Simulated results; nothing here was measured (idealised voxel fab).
process module | voxel released beams
cross-section cut | 210 nm wide | cells 5 nm
A cross-section is a grid of square cells, given in bands from the top down. A band is one or more rows of cells.
Each band's line starts with the height of the band's top and of its bottom, in nm. Then come its materials from left to right, each with its width in nm. One material with "throughout" fills the band from edge to edge. "air" is empty space.
Height 0 is the level under which the wafer as received is all one material. The lowest band goes on downwards, as in "0 down".
A width such as "30 to 40" changes by the same amount from each row of cells to the next, from the band's top row to its bottom row.
"no change" after a step means that no cell of the cross-section changed.
closed voids: empty space of 8 cells or more with no open way to the top, each as width x height at its distance from the left edge, in nm
after a step's settings: what the simulator itself notes on the step
overlay nm, on a step with a mask: how far to the right of its planned place the mask lay; to the left if negative
plan
1 op RECEIVE | material Si
2 op CONFORMAL_DEP | material Al2O3 | thk nm 5
3 op DIRECTIONAL_DEP | material SiO2 | thk nm 20
4 op DIRECTIONAL_DEP | material aC | thk nm 10
5 op PATTERN | tone open | mask id ANCHOR | material resist | width nm 35 | thk nm 25 | overlay nm 0
6 op DIRECTIONAL_ETCH | etch materials aC | depth nm 10
7 op STRIP | etch materials resist
8 op DIRECTIONAL_ETCH | etch materials SiO2 | depth nm 20
9 op STRIP | etch materials aC
10 op CONFORMAL_DEP | material W | thk nm 10
11 op MASKED_ETCH | tone cover | mask id BEAM | width nm 80 | etch materials W | depth nm 10 | overlay nm 0
12 op STRIP | etch materials SiO2
as received, after step 1
  0 down: Si throughout
  closed voids: none
a wafer at the end: this start, this plan, one mistake
  45 to 35: air 60 | W 80 | air 70
  35 to 25: W throughout
  25 to 5: SiO2 throughout
  5 to 0: Al2O3 throughout
  0 down: Si throughout
  closed voids: none
what went wrong: step 4 ran as: op DIRECTIONAL_DEP | material W | thk nm 10
